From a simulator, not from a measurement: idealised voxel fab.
The process module that follows is named voxel ribs on slabs.
Displayed cross-section: cut, width of 200 nm, square cells sized 5 nm.
When this document writes out a cross-section, it uses a grid of square cells and lists it as bands, beginning at the top and moving down, with a band standing for one or more rows of cells. First you get the band's top height and its bottom height, in nm, and then the materials it's made of, left to right, with each width in nm. If you see a single material with "full width", that one covers the band edge to edge. "blank" is empty space. Height datum 0, below which the as-received substrate wafer is one material. Lowest band open at the bottom, running downward: "0 -> down". Top row gets the first number, bottom row gets the second, and each row in between changes by the same step: that is how a band width like "30 to 40" works. What does "remained the same" mean for a step? It means no cell of the cross-section changed in that step. Each empty space that has no open way to the top and spans at least 8 cells appears under "Cavities, closed" as width x height at distance, the distance counted from the left edge, all in nm. after a step's settings: what the simulator itself notes on the step. For masked steps, "overlay nm" on the step line gives how far right of plan the mask actually lay; a minus sign means it lay to the left.

This section lists the process steps that were planned
- 1: RECEIVE | material Si
- 2: DIRECTIONAL_DEP | material SiO2 | thk nm 20
- 3: DIRECTIONAL_DEP | material polySi | thk nm 15
- 4: DIRECTIONAL_DEP | material aC | thk nm 5
- 5: PATTERN | tone cover | mask id RIB | material resist | width nm 30 | thk nm 30 | overlay nm 0
- 6: DIRECTIONAL_ETCH | etch materials aC | depth nm 10
- 7: STRIP | etch materials resist
- 8: DIRECTIONAL_ETCH | etch materials polySi | depth nm 10
- 9: STRIP | etch materials aC
- 10: MASKED_ETCH | tone cover | mask id SLAB | width nm 60 | etch materials polySi | depth nm 5 | overlay nm 0
- 11: FILL_DEP | material SiO2 | thk nm 20
- 12: CMP | height nm 45
- 13: DIRECTIONAL_DEP | material TiN | thk nm 10
- 14: DIRECTIONAL_DEP | material aC | thk nm 10
- 15: PATTERN | tone cover | mask id HEATER | material resist | width nm 40 | thk nm 30 | overlay nm 0
- 16: DIRECTIONAL_ETCH | etch materials aC | depth nm 10
- 17: STRIP | etch materials resist
- 18: DIRECTIONAL_ETCH | etch materials TiN | depth nm 10
- 19: STRIP | etch materials aC
- 20: CONFORMAL_DEP | material SiO2 | thk nm 5
varied across the wafers: thk nm of step 4. The plan shows the first wafer's value. All wafers start alike

Incoming state of the first of several wafers in cross-section: after step 1
0 -> down = Si full width
Cavities, closed: none

What follows is a table in which each wafer occupies a row; for the wafer as it stands at the close of the module, the row states, material by material, how many cells have been gained (+) or lost (-) since receipt, and then gives its closed voids
thk nm 5 | +380 SiO2 | +16 TiN | +24 polySi | Cavities, closed: none
thk nm 10 | +380 SiO2 | +16 TiN | +24 polySi | Cavities, closed: none
thk nm 15 | +312 SiO2 | +16 TiN | +92 polySi | Cavities, closed: none
thk nm 20 | +312 SiO2 | +16 TiN | +92 polySi | Cavities, closed: none
thk nm 25 | +312 SiO2 | +16 TiN | +92 polySi | Cavities, closed: none
